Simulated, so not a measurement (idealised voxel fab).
Presented below is a process module, voxel tone inversion.
Cross-section cut spans 220 nm and uses square cells 5 nm in size.
Cross-section layout: square cells on a grid; listed as bands, top to bottom; a band spans one or more cell rows. Heads up on the band format: heights come first, top then bottom, in nm. After that it's the materials left to right, each with its width in nm. A single material flagged "all across" fills the whole band edge to edge, and "empty" means there's empty space there. Heights are reckoned from 0. Under this level, the received wafer is all of one material. The bottommost band is open-ended downward, for example "0 -> down". Think of "30->40" as a width that walks from the first number to the second as you go down the band, top row to bottom row, taking equal-sized steps from row to row. Where the words "no change occurred" appear for a step, the cross-section shows no cell changed by that step; every cell remained as before. Under "Enclosed void inventory" you'll find the enclosed gaps, the ones with no way out to the top, that are 8 cells or bigger; each reads width x height at distance, with distance counted from the left edge, everything in nm. Where a step's line continues beyond its settings, the continuation is a remark by the simulator itself on that step. On any step carrying a mask, the "overlay nm" setting, if present on the step's line, tells how far right of its planned place the mask lay; negative values point to the left.
**The steps planned for the process are as follows**
1,RECEIVE, material Si
2,CONFORMAL_DEP, material SiN, thk nm 5
3,DIRECTIONAL_DEP, material polySi, thk nm 15
4,PATTERN, tone cover, mask id POSTS, material resist, width nm 15, pitch nm 40, thk nm 25, overlay nm 0
5,DIRECTIONAL_ETCH, etch materials polySi, depth nm 15
6,STRIP, etch materials resist
7,FILL_DEP, material lowk, thk nm 10
8,CMP, height nm 20
9,STRIP, etch materials polySi
Be aware that, although all wafers share a common starting state, the width nm at step 4 differs among them, and the plan displays the first wafer's value.
**Cross-section of the first of several wafers as received (after step 1)**
    0 -> down = Si all across
    Enclosed void inventory: none
**Every row in this table is a wafer at the end of the module, and it gives, for each of the materials, the cells that wafer has gained (+) or lost (-) since it was received, then its closed voids**
width nm 15; +44 SiN; +105 lowk; Enclosed void inventory: none
width nm 20; +44 SiN; +96 lowk; Enclosed void inventory: none
width nm 25; +44 SiN; +87 lowk; Enclosed void inventory: none
